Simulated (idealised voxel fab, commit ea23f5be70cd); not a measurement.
Name of the process module below: voxel self aligned contacts
195 nm wide, 5 nm square cells: that's cross-section cut.
When this document writes out a cross-section, it uses a grid of square cells and lists it as bands, beginning at the top and moving down, with a band standing for one or more rows of cells.
What a band's entry tells you: where the top is and where the bottom is, as heights in nm, and after that what lies inside, material by material from left to right, each with its width in nm. Empty space is written as the word "empty", and a single material marked with the word "all across" occupies the band from edge to edge.
The level at which height equals 0 is the one under which the wafer, as it arrives, is entirely one material. No lower edge exists for the bottom band, which continues downward and is notated as in "z 0 and below".
Read "30..40" as a graded width: first number on top, second number at the bottom, same change between each pair of neighbouring rows.
What does "no change occurred" mean for a step? It means no cell of the cross-section changed in that step.
"Sealed internal cavities" enumerates empty spaces isolated from the top, with no open way to it, that contain at least 8 cells, giving each as width x height at distance from the left edge, all three in nm.
Note: text after step settings on the step line = simulator remark on that step.
overlay nm: mask offset rightward from planned place, masked step; negative means leftward offset.
# The steps planned for the process are as follows
1. RECEIVE: material Si
2. OXIDIZE: depth nm 5
3. DIRECTIONAL_DEP: material polySi, thk nm 20
4. DIRECTIONAL_DEP: material SiN, thk nm 20
5. MASKED_ETCH: tone cover, mask id GATE, width nm 35, pitch nm 65, etch materials SiN, depth nm 20, overlay nm 0
6. MASKED_ETCH: tone cover, mask id GATE, width nm 35, pitch nm 65, etch materials polySi, depth nm 20, overlay nm 0
7. CONFORMAL_DEP: material SiN, thk nm 5
8. DIRECTIONAL_ETCH: etch materials SiN, depth nm 5
9. FILL_DEP: material SiO2, thk nm 20
10. CMP: height nm 50
11. MASKED_ETCH: tone open, mask id CONTACT, width nm 50, etch materials SiO2, depth nm 55, overlay nm 0
12. CONFORMAL_DEP: material TiN, thk nm 5
13. FILL_DEP: material W, thk nm 10
14. CMP: height nm 50
15. CONFORMAL_DEP: material SiCN, thk nm 5
# first wafer, as planned
# This is the cross-section of the wafer as we received it, i.e. after step 1
	z 0 and below: Si all across
	Sealed internal cavities: none
# Wafer after step 2 (cross-section)
	z 0 to -5: SiO2 all across
	No changes below -5.
# Wafer after step 3 (cross-section)
	z 20 to 0: polySi all across
	No changes below 0.
# Wafer after step 4 (cross-section)
	z 40 to 20: SiN all across
	No changes below 20.
# Wafer after step 5 (cross-section)
	z 40 to 20: empty 45 nm | SiN 35 nm | empty 30 nm | SiN 35 nm | empty 50 nm
	No changes below 20.
# Wafer after step 6 (cross-section)
	z 40 to 20: empty 45 nm | SiN 35 nm | empty 30 nm | SiN 35 nm | empty 50 nm
	z 20 to 0: empty 45 nm | polySi 35 nm | empty 30 nm | polySi 35 nm | empty 50 nm
	No changes below 0.
# Wafer after step 7 (cross-section)
	z 45 to 20: empty 40 nm | SiN 45 nm | empty 20 nm | SiN 45 nm | empty 45 nm
	z 20 to 5: empty 40 nm | SiN 5 nm | polySi 35 nm | SiN 5 nm | empty 20 nm | SiN 5 nm | polySi 35 nm | SiN 5 nm | empty 45 nm
	z 5 to 0: SiN 45 nm | polySi 35 nm | SiN 30 nm | polySi 35 nm | SiN 50 nm
	No changes below 0.
# Wafer after step 8 (cross-section)
	z 40 to 20: empty 40 nm | SiN 45 nm | empty 20 nm | SiN 45 nm | empty 45 nm
	z 20 to 0: empty 40 nm | SiN 5 nm | polySi 35 nm | SiN 5 nm | empty 20 nm | SiN 5 nm | polySi 35 nm | SiN 5 nm | empty 45 nm
	No changes below 0.
# Wafer after step 9 (cross-section)
	z 60 to 40: SiO2 all across
	z 40 to 20: SiO2 40 nm | SiN 45 nm | SiO2 20 nm | SiN 45 nm | SiO2 45 nm
	z 20 to 0: SiO2 40 nm | SiN 5 nm | polySi 35 nm | SiN 5 nm | SiO2 20 nm | SiN 5 nm | polySi 35 nm | SiN 5 nm | SiO2 45 nm
	No changes below 0.
# Wafer after step 10 (cross-section)
	z 50 to 40: SiO2 all across
	No changes below 40.
# Wafer after step 11 (cross-section)
	z 50 to 40: SiO2 70 nm | empty 50 nm | SiO2 75 nm
	z 40 to 20: SiO2 40 nm | SiN 45 nm | empty 20 nm | SiN 45 nm | SiO2 45 nm
	z 20 to 0: SiO2 40 nm | SiN 5 nm | polySi 35 nm | SiN 5 nm | empty 20 nm | SiN 5 nm | polySi 35 nm | SiN 5 nm | SiO2 45 nm
	z 0 to -5: SiO2 85 nm | empty 20 nm | SiO2 90 nm
	No changes below -5.
# Wafer after step 12 (cross-section)
	z 55 to 50: TiN 75 nm | empty 40 nm | TiN 80 nm
	z 50 to 40: SiO2 70 nm | TiN 5..20 nm | empty 40..10 nm | TiN 5..20 nm | SiO2 75 nm
	z 40 to 20: SiO2 40 nm | SiN 45 nm | TiN 5 nm | empty 10 nm | TiN 5 nm | SiN 45 nm | SiO2 45 nm
	z 20 to 0: SiO2 40 nm | SiN 5 nm | polySi 35 nm | SiN 5 nm | TiN 5 nm | empty 10 nm | TiN 5 nm | SiN 5 nm | polySi 35 nm | SiN 5 nm | SiO2 45 nm
	z 0 to -5: SiO2 85 nm | TiN 20 nm | SiO2 90 nm
	No changes below -5.
# Wafer after step 13 (cross-section)
	z 65 to 55: W all across
	z 55 to 50: TiN 75 nm | W 40 nm | TiN 80 nm
	z 50 to 40: SiO2 70 nm | TiN 5..20 nm | W 40..10 nm | TiN 5..20 nm | SiO2 75 nm
	z 40 to 20: SiO2 40 nm | SiN 45 nm | TiN 5 nm | W 10 nm | TiN 5 nm | SiN 45 nm | SiO2 45 nm
	z 20 to 0: SiO2 40 nm | SiN 5 nm | polySi 35 nm | SiN 5 nm | TiN 5 nm | W 10 nm | TiN 5 nm | SiN 5 nm | polySi 35 nm | SiN 5 nm | SiO2 45 nm
	No changes below 0.
# Wafer after step 14 (cross-section)
	z 50 to 40: SiO2 70 nm | TiN 5..20 nm | W 40..10 nm | TiN 5..20 nm | SiO2 75 nm
	No changes below 40.
# Wafer after step 15 (cross-section)
	z 55 to 50: SiCN all across
	No changes below 50.
# Second wafer: same start and same plan as the first, one execution error; identical to the first through step 4
# Second wafer, sectioned view, at step 5's planned end time
	z 40 to 20: SiN 45 nm | empty 35 nm | SiN 30 nm | empty 35 nm | SiN 50 nm
	No changes below 20.
Second wafer, sectioned view, at step 6's planned end time: no change occurred
# Second wafer, sectioned view, at step 7's planned end time
	z 45 to 25: SiN 50 nm | empty 25 nm | SiN 40 nm | empty 25 nm | SiN 55 nm
	z 25 to 20: SiN all across
	No changes below 20.
# Second wafer, sectioned view, at step 8's planned end time
	z 40 to 20: SiN 50 nm | empty 25 nm | SiN 40 nm | empty 25 nm | SiN 55 nm
	No changes below 20.
# Second wafer, sectioned view, at step 9's planned end time
	z 60 to 40: SiO2 all across
	z 40 to 20: SiN 50 nm | SiO2 25 nm | SiN 40 nm | SiO2 25 nm | SiN 55 nm
	No changes below 20.
# Second wafer, sectioned view, at step 10's planned end time
	z 50 to 40: SiO2 all across
	No changes below 40.
# Second wafer, sectioned view, at step 11's planned end time
	z 50 to 40: SiO2 70 nm | empty 50 nm | SiO2 75 nm
	z 40 to 20: SiN 50 nm | SiO2 20 nm | empty 5 nm | SiN 40 nm | empty 5 nm | SiO2 20 nm | SiN 55 nm
	No changes below 20.
# Second wafer, sectioned view, at step 12's planned end time
	z 55 to 50: TiN 75 nm | empty 40 nm | TiN 80 nm
	z 50 to 45: SiO2 70 nm | TiN 5 nm | empty 40 nm | TiN 5 nm | SiO2 75 nm
	z 45 to 40: SiO2 70 nm | TiN 50 nm | SiO2 75 nm
	z 40 to 20: SiN 50 nm | SiO2 20 nm | TiN 5 nm | SiN 40 nm | TiN 5 nm | SiO2 20 nm | SiN 55 nm
	No changes below 20.
# Second wafer, sectioned view, at step 13's planned end time
	z 65 to 55: W all across
	z 55 to 50: TiN 75 nm | W 40 nm | TiN 80 nm
	z 50 to 45: SiO2 70 nm | TiN 5 nm | W 40 nm | TiN 5 nm | SiO2 75 nm
	No changes below 45.
# Second wafer, sectioned view, at step 14's planned end time
	z 50 to 45: SiO2 70 nm | TiN 5 nm | W 40 nm | TiN 5 nm | SiO2 75 nm
	No changes below 45.
# Second wafer, sectioned view, at step 15's planned end time
	z 55 to 50: SiCN all across
	No changes below 50.
Against the plan, the run slipped here: contrary to plan, step 5 was performed as MASKED_ETCH: tone open, mask id GATE, width nm 35, pitch nm 65, etch materials SiN, depth nm 20, overlay nm 0
Once processing is complete, comparing cell counts shows that the second wafer has more or fewer of certain materials than the first: SiN: 28 more, SiO2: 100 fewer, TiN: 10 fewer, W: 18 fewer, polySi: 100 more
